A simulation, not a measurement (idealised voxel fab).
Herein follows the process module entitled voxel self aligned contacts.
Cross-sectional view cut (width: 210 nm; square cell size: 5 nm).
Format of a cross-section: grid, square cells. Given as bands. Order: top down. Band: one or more rows of cells.
In this notation a band is specified by the heights of its top and bottom, in that order and in nm, after which its materials appear from left to right, each paired with its width in nm. The word "everywhere" attached to a single material means that material fills the band from edge to edge; the word "empty" stands for empty space.
We count height from 0. Below that, the starting wafer is all one material. The lowest band never ends at the bottom but goes on down; see "0 down" for how that is written.
Quick explanation for "30..40": the width changes in equal steps down the rows of cells, from the first number in the band's top row to the second number in its bottom row.
No cell of the cross-section changed in a step that is given as "changes: none".
Empty spaces without an open route to the top, at least 8 cells in extent, make up the entry "Cavities, sealed"; each is given as width x height at distance, where the distance is measured from the left edge, and all are in nm.
Formally, on a step line, whatever follows the settings is a remark that the simulator itself makes on the step.
The line of a step may include "overlay nm". On a step with a mask, this value is how far to the right of its planned place the mask lay. A negative value means the mask lay to the left.
PLAN
| 1 | RECEIVE (material Si) |
| 2 | CONFORMAL_DEP (material SiO2; thk nm 5) |
| 3 | DIRECTIONAL_DEP (material polySi; thk nm 30) |
| 4 | DIRECTIONAL_DEP (material SiN; thk nm 20) |
| 5 | PATTERN (tone cover; mask id GATE; material resist; width nm 30; pitch nm 55; thk nm 15; overlay nm 0) |
| 6 | DIRECTIONAL_ETCH (etch materials SiN; depth nm 20) |
| 7 | DIRECTIONAL_ETCH (etch materials polySi; depth nm 30) |
| 8 | STRIP (etch materials resist) |
| 9 | CONFORMAL_DEP (material SiN; thk nm 5) |
| 10 | DIRECTIONAL_ETCH (etch materials SiN; depth nm 5) |
| 11 | FILL_DEP (material SiO2; thk nm 15) |
| 12 | CMP (height nm 60) |
| 13 | MASKED_ETCH (tone open; mask id CONTACT; width nm 35; pitch nm 55; etch materials SiO2; depth nm 60; overlay nm 0) |
| 14 | CONFORMAL_DEP (material TiN; thk nm 5) |
| 15 | FILL_DEP (material W; thk nm 5) |
| 16 | CMP (height nm 60) |
| 17 | CONFORMAL_DEP (material SiCN; thk nm 5) |
RECEIVED-STATE CROSS-SECTION, REFLECTING COMPLETION OF STEP 1
- 0 down: Si everywhere
- Cavities, sealed: none
END-OF-MODULE CROSS-SECTION OF THE FIRST OF TWO WAFERS, PROCESSED AS PLANNED
- 65 to 60: SiCN everywhere
- 60 to 55: SiO2=60, TiN=15, W=5, TiN=15, SiO2=20, TiN=15, W=5, TiN=15, SiO2=60
- 55 to 35: SiO2=30, SiN=40, TiN=5, W=5, TiN=5, SiN=40, TiN=5, W=5, TiN=5, SiN=40, SiO2=30
- 35 to 5: SiO2=30, SiN=5, polySi=30, SiN=5, TiN=5, W=5, TiN=5, SiN=5, polySi=30, SiN=5, TiN=5, W=5, TiN=5, SiN=5, polySi=30, SiN=5, SiO2=30
- 5 to 0: SiO2=70, TiN=15, SiO2=40, TiN=15, SiO2=70
- 0 down: Si everywhere
- Cavities, sealed: none
END-OF-MODULE CROSS-SECTION OF THE SECOND WAFER: IDENTICAL STARTING POINT AND PROCESS PLAN TO THE FIRST, WITH ONE PROCESSING MISTAKE
- 65 to 60: SiCN everywhere
- 60 to 50: SiO2=60, TiN=5..10, W=25..15, TiN=5..10, SiO2=20, TiN=5..10, W=25..15, TiN=5..10, SiO2=60
- 50 to 35: SiO2=35, SiN=30, TiN=5, W=15, TiN=5, SiN=30, TiN=5, W=15, TiN=5, SiN=30, SiO2=35
- 35 to 5: SiO2=35, polySi=30, TiN=5, W=15, TiN=5, polySi=30, TiN=5, W=15, TiN=5, polySi=30, SiO2=35
- 5 to 0: SiO2=65, TiN=25, SiO2=30, TiN=25, SiO2=65
- 0 down: Si everywhere
- Cavities, sealed: none
Run error: plan step 9 never ran because it was skipped
The closing comparison, in cells, has the second wafer with more or fewer of some materials than the first: SiN: 78 fewer, SiO2: 30 more, W: 48 more
